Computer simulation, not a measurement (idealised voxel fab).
process module | voxel ribs on slabs
cross-section cut | 260 nm wide | cells 5 nm
A cross-section is a grid of square cells, given in bands from the top down. A band is one or more rows of cells.
Each band's line starts with the height of the band's top and of its bottom, in nm. Then come its materials from left to right, each with its width in nm. One material with "throughout" fills the band from edge to edge. "air" is empty space.
Height 0 is the level under which the wafer as received is all one material. The lowest band goes on downwards, as in "0 down".
A width such as "30 to 40" changes by the same amount from each row of cells to the next, from the band's top row to its bottom row.
"no change" after a step means that no cell of the cross-section changed.
closed voids: empty space of 8 cells or more with no open way to the top, each as width x height at its distance from the left edge, in nm
after a step's settings: what the simulator itself notes on the step
overlay nm, on a step with a mask: how far to the right of its planned place the mask lay; to the left if negative
plan
1 op RECEIVE | material Si
2 op DIRECTIONAL_DEP | material SiO2 | thk nm 25
3 op DIRECTIONAL_DEP | material SiN | thk nm 20
4 op DIRECTIONAL_DEP | material aC | thk nm 15
5 op PATTERN | tone cover | mask id RIB | material resist | width nm 25 | thk nm 30 | overlay nm 0
6 op DIRECTIONAL_ETCH | etch materials aC | depth nm 15
7 op STRIP | etch materials resist
8 op DIRECTIONAL_ETCH | etch materials SiN | depth nm 15
9 op STRIP | etch materials aC
10 op DIRECTIONAL_DEP | material aC | thk nm 10
11 op PATTERN | tone cover | mask id SLAB | material resist | width nm 75 | thk nm 30 | overlay nm 0
12 op DIRECTIONAL_ETCH | etch materials aC | depth nm 10
13 op STRIP | etch materials resist
14 op DIRECTIONAL_ETCH | etch materials SiN | depth nm 5
15 op STRIP | etch materials aC
16 op FILL_DEP | material SiO2 | thk nm 25
17 op CMP | height nm 65
18 op DIRECTIONAL_DEP | material TiN | thk nm 10
19 op MASKED_ETCH | tone cover | mask id HEATER | width nm 35 | etch materials TiN | depth nm 10 | overlay nm 0
20 op CONFORMAL_DEP | material SiO2 | thk nm 5
as received, after step 1
  0 down: Si throughout
  closed voids: none
first wafer at the end, as planned
  80 to 75: air 105 | SiO2 45 | air 110
  75 to 70: air 105 | SiO2 5 | TiN 35 | SiO2 5 | air 110
  70 to 65: SiO2 110 | TiN 35 | SiO2 115
  65 to 45: SiO2 throughout
  45 to 30: SiO2 115 | SiN 25 | SiO2 120
  30 to 25: SiO2 90 | SiN 75 | SiO2 95
  25 to 0: SiO2 throughout
  0 down: Si throughout
  closed voids: none
second wafer at the end: like start, like plan, one mistake
  75 to 65: air 110 | TiN 35 | air 115
  65 to 45: SiO2 throughout
  45 to 30: SiO2 115 | SiN 25 | SiO2 120
  30 to 25: SiO2 90 | SiN 75 | SiO2 95
  25 to 0: SiO2 throughout
  0 down: Si throughout
  closed voids: none
what went wrong: step 20 was left out
at the end the second wafer has, in cells: 56 fewer of SiO2
